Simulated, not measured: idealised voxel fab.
The name of this process module is voxel self aligned contacts.
In the cross-section labelled cut, the width is 210 nm and each square cell is 5 nm.
Heads up, the way a cross-section reads in here is a grid of square cells, handed over as bands from the top down, with every band being one or more rows of cells. The entry gives the band's vertical extent as a top height and a bottom height in nm, then its horizontal make-up as materials from left to right, each with a width in nm. "blank" stands for empty space; a single material marked "edge to edge" fills the band edge to edge. Where do heights start? At 0: under that level the wafer as delivered is made of one material only. And the lowest band has no floor; it just carries on downward, as in "0 nm and below". Read "30..40" as a graded width: first number on top, second number at the bottom, same change between each pair of neighbouring rows. "nothing altered" for a step: no cell of the cross-section changed in that step. You'll see "Enclosed void inventory" listing empty spaces that have no way open to the top, as long as they're 8 cells or more; the notation is width x height at distance, where the distance is from the left edge, and all of it is in nm. Where a step's line continues beyond its settings, the continuation is a remark by the simulator itself on that step. overlay nm: mask offset rightward from planned place, masked step; negative means leftward offset.

Below is the list of planned process steps:
| 1 | RECEIVE, material Si |
| 2 | CONFORMAL_DEP, material SiO2, thk nm 5 |
| 3 | DIRECTIONAL_DEP, material polySi, thk nm 30 |
| 4 | DIRECTIONAL_DEP, material SiN, thk nm 20 |
| 5 | PATTERN, tone cover, mask id GATE, material resist, width nm 25, pitch nm 50, thk nm 15, overlay nm 0 |
| 6 | DIRECTIONAL_ETCH, etch materials SiN, depth nm 20 |
| 7 | DIRECTIONAL_ETCH, etch materials polySi, depth nm 30 |
| 8 | STRIP, etch materials resist |
| 9 | CONFORMAL_DEP, material SiN, thk nm 5 |
| 10 | DIRECTIONAL_ETCH, etch materials SiN, depth nm 5 |
| 11 | FILL_DEP, material SiO2, thk nm 10 |
| 12 | CMP, height nm 60 |
| 13 | PATTERN, tone open, mask id CONTACT, material resist, width nm 35, thk nm 15, overlay nm 0 |
| 14 | DIRECTIONAL_ETCH, etch materials SiO2, depth nm 60 |
| 15 | STRIP, etch materials resist |
| 16 | CONFORMAL_DEP, material TiN, thk nm 5 |
| 17 | FILL_DEP, material Ru, thk nm 5 |
| 18 | CMP, height nm 60 |
| 19 | CONFORMAL_DEP, material SiN, thk nm 5 |

The first of two wafers, run as planned:

The cross-section here shows the wafer as received, i.e. in its state after step 1:
0 nm and below | Si edge to edge
Enclosed void inventory: none

Wafer xsec, post step 2:
5 nm to 0 nm | SiO2 edge to edge
At heights below 0, the structure remains unaltered.

Wafer xsec, post step 3:
35 nm to 5 nm | polySi edge to edge
At heights below 5, the structure remains unaltered.

Wafer xsec, post step 4:
55 nm to 35 nm | SiN edge to edge
At heights below 35, the structure remains unaltered.

Wafer xsec, post step 5:
70 nm to 55 nm | 65 nm blank, then 25 nm resist, then 25 nm blank, then 25 nm resist, then 70 nm blank
At heights below 55, the structure remains unaltered.

Wafer xsec, post step 6:
70 nm to 55 nm | 65 nm blank, then 25 nm resist, then 25 nm blank, then 25 nm resist, then 70 nm blank
55 nm to 35 nm | 65 nm blank, then 25 nm SiN, then 25 nm blank, then 25 nm SiN, then 70 nm blank
At heights below 35, the structure remains unaltered.

Wafer xsec, post step 7:
70 nm to 55 nm | 65 nm blank, then 25 nm resist, then 25 nm blank, then 25 nm resist, then 70 nm blank
55 nm to 35 nm | 65 nm blank, then 25 nm SiN, then 25 nm blank, then 25 nm SiN, then 70 nm blank
35 nm to 5 nm | 65 nm blank, then 25 nm polySi, then 25 nm blank, then 25 nm polySi, then 70 nm blank
At heights below 5, the structure remains unaltered.

Wafer xsec, post step 8:
55 nm to 35 nm | 65 nm blank, then 25 nm SiN, then 25 nm blank, then 25 nm SiN, then 70 nm blank
At heights below 35, the structure remains unaltered.

Wafer xsec, post step 9:
60 nm to 35 nm | 60 nm blank, then 35 nm SiN, then 15 nm blank, then 35 nm SiN, then 65 nm blank
35 nm to 10 nm | 60 nm blank, then 5 nm SiN, then 25 nm polySi, then 5 nm SiN, then 15 nm blank, then 5 nm SiN, then 25 nm polySi, then 5 nm SiN, then 65 nm blank
10 nm to 5 nm | 65 nm SiN, then 25 nm polySi, then 25 nm SiN, then 25 nm polySi, then 70 nm SiN
At heights below 5, the structure remains unaltered.

Wafer xsec, post step 10:
55 nm to 35 nm | 60 nm blank, then 35 nm SiN, then 15 nm blank, then 35 nm SiN, then 65 nm blank
35 nm to 5 nm | 60 nm blank, then 5 nm SiN, then 25 nm polySi, then 5 nm SiN, then 15 nm blank, then 5 nm SiN, then 25 nm polySi, then 5 nm SiN, then 65 nm blank
At heights below 5, the structure remains unaltered.

Wafer xsec, post step 11:
65 nm to 55 nm | SiO2 edge to edge
55 nm to 35 nm | 60 nm SiO2, then 35 nm SiN, then 15 nm SiO2, then 35 nm SiN, then 65 nm SiO2
35 nm to 5 nm | 60 nm SiO2, then 5 nm SiN, then 25 nm polySi, then 5 nm SiN, then 15 nm SiO2, then 5 nm SiN, then 25 nm polySi, then 5 nm SiN, then 65 nm SiO2
At heights below 5, the structure remains unaltered.

Wafer xsec, post step 12:
60 nm to 55 nm | SiO2 edge to edge
At heights below 55, the structure remains unaltered.

Wafer xsec, post step 13:
75 nm to 60 nm | 85 nm resist, then 35 nm blank, then 90 nm resist
At heights below 60, the structure remains unaltered.

Wafer xsec, post step 14:
75 nm to 60 nm | 85 nm resist, then 35 nm blank, then 90 nm resist
60 nm to 55 nm | 85 nm SiO2, then 35 nm blank, then 90 nm SiO2
55 nm to 35 nm | 60 nm SiO2, then 35 nm SiN, then 15 nm blank, then 35 nm SiN, then 65 nm SiO2
35 nm to 5 nm | 60 nm SiO2, then 5 nm SiN, then 25 nm polySi, then 5 nm SiN, then 15 nm blank, then 5 nm SiN, then 25 nm polySi, then 5 nm SiN, then 65 nm SiO2
5 nm to 0 nm | 95 nm SiO2, then 15 nm blank, then 100 nm SiO2
At heights below 0, the structure remains unaltered.

Wafer xsec, post step 15:
60 nm to 55 nm | 85 nm SiO2, then 35 nm blank, then 90 nm SiO2
At heights below 55, the structure remains unaltered.

Wafer xsec, post step 16:
65 nm to 60 nm | 90 nm TiN, then 25 nm blank, then 95 nm TiN
60 nm to 55 nm | 85 nm SiO2, then 15 nm TiN, then 5 nm blank, then 15 nm TiN, then 90 nm SiO2
55 nm to 35 nm | 60 nm SiO2, then 35 nm SiN, then 5 nm TiN, then 5 nm blank, then 5 nm TiN, then 35 nm SiN, then 65 nm SiO2
35 nm to 5 nm | 60 nm SiO2, then 5 nm SiN, then 25 nm polySi, then 5 nm SiN, then 5 nm TiN, then 5 nm blank, then 5 nm TiN, then 5 nm SiN, then 25 nm polySi, then 5 nm SiN, then 65 nm SiO2
5 nm to 0 nm | 95 nm SiO2, then 15 nm TiN, then 100 nm SiO2
At heights below 0, the structure remains unaltered.

Wafer xsec, post step 17:
70 nm to 65 nm | Ru edge to edge
65 nm to 60 nm | 90 nm TiN, then 25 nm Ru, then 95 nm TiN
60 nm to 55 nm | 85 nm SiO2, then 15 nm TiN, then 5 nm Ru, then 15 nm TiN, then 90 nm SiO2
55 nm to 35 nm | 60 nm SiO2, then 35 nm SiN, then 5 nm TiN, then 5 nm Ru, then 5 nm TiN, then 35 nm SiN, then 65 nm SiO2
35 nm to 5 nm | 60 nm SiO2, then 5 nm SiN, then 25 nm polySi, then 5 nm SiN, then 5 nm TiN, then 5 nm Ru, then 5 nm TiN, then 5 nm SiN, then 25 nm polySi, then 5 nm SiN, then 65 nm SiO2
At heights below 5, the structure remains unaltered.

Wafer xsec, post step 18:
60 nm to 55 nm | 85 nm SiO2, then 15 nm TiN, then 5 nm Ru, then 15 nm TiN, then 90 nm SiO2
At heights below 55, the structure remains unaltered.

Wafer xsec, post step 19:
65 nm to 60 nm | SiN edge to edge
At heights below 60, the structure remains unaltered.

The second wafer was prepared from the same starting point and under the same plan as the first; its processing contained one mistake, and it remains indistinguishable from the first wafer up to and including step 12:

Second wafer at the planned finish of step 13, seen in cross-section:
75 nm to 60 nm | 80 nm resist, then 45 nm blank, then 85 nm resist
At heights below 60, the structure remains unaltered.

Second wafer at the planned finish of step 14, seen in cross-section:
75 nm to 60 nm | 80 nm resist, then 45 nm blank, then 85 nm resist
60 nm to 55 nm | 80 nm SiO2, then 45 nm blank, then 85 nm SiO2
55 nm to 35 nm | 60 nm SiO2, then 35 nm SiN, then 15 nm blank, then 35 nm SiN, then 65 nm SiO2
35 nm to 5 nm | 60 nm SiO2, then 5 nm SiN, then 25 nm polySi, then 5 nm SiN, then 15 nm blank, then 5 nm SiN, then 25 nm polySi, then 5 nm SiN, then 65 nm SiO2
5 nm to 0 nm | 95 nm SiO2, then 15 nm blank, then 100 nm SiO2
At heights below 0, the structure remains unaltered.

Second wafer at the planned finish of step 15, seen in cross-section:
60 nm to 55 nm | 80 nm SiO2, then 45 nm blank, then 85 nm SiO2
At heights below 55, the structure remains unaltered.

Second wafer at the planned finish of step 16, seen in cross-section:
65 nm to 60 nm | 85 nm TiN, then 35 nm blank, then 90 nm TiN
60 nm to 55 nm | 80 nm SiO2, then 20 nm TiN, then 5 nm blank, then 20 nm TiN, then 85 nm SiO2
55 nm to 35 nm | 60 nm SiO2, then 35 nm SiN, then 5 nm TiN, then 5 nm blank, then 5 nm TiN, then 35 nm SiN, then 65 nm SiO2
35 nm to 5 nm | 60 nm SiO2, then 5 nm SiN, then 25 nm polySi, then 5 nm SiN, then 5 nm TiN, then 5 nm blank, then 5 nm TiN, then 5 nm SiN, then 25 nm polySi, then 5 nm SiN, then 65 nm SiO2
5 nm to 0 nm | 95 nm SiO2, then 15 nm TiN, then 100 nm SiO2
At heights below 0, the structure remains unaltered.

Second wafer at the planned finish of step 17, seen in cross-section:
70 nm to 65 nm | Ru edge to edge
65 nm to 60 nm | 85 nm TiN, then 35 nm Ru, then 90 nm TiN
60 nm to 55 nm | 80 nm SiO2, then 20 nm TiN, then 5 nm Ru, then 20 nm TiN, then 85 nm SiO2
55 nm to 35 nm | 60 nm SiO2, then 35 nm SiN, then 5 nm TiN, then 5 nm Ru, then 5 nm TiN, then 35 nm SiN, then 65 nm SiO2
35 nm to 5 nm | 60 nm SiO2, then 5 nm SiN, then 25 nm polySi, then 5 nm SiN, then 5 nm TiN, then 5 nm Ru, then 5 nm TiN, then 5 nm SiN, then 25 nm polySi, then 5 nm SiN, then 65 nm SiO2
At heights below 5, the structure remains unaltered.

Second wafer at the planned finish of step 18, seen in cross-section:
60 nm to 55 nm | 80 nm SiO2, then 20 nm TiN, then 5 nm Ru, then 20 nm TiN, then 85 nm SiO2
At heights below 55, the structure remains unaltered.

Second wafer at the planned finish of step 19, seen in cross-section:
65 nm to 60 nm | SiN edge to edge
At heights below 60, the structure remains unaltered.
In executing the process, a mistake was made relative to the plan: contrary to plan, step 13 was performed as PATTERN, tone open, mask id CONTACT, material resist, width nm 45, thk nm 15, overlay nm 0
Final difference in cells, second wafer against first, listed per material as more or fewer: SiO2: 2 fewer, TiN: 2 more
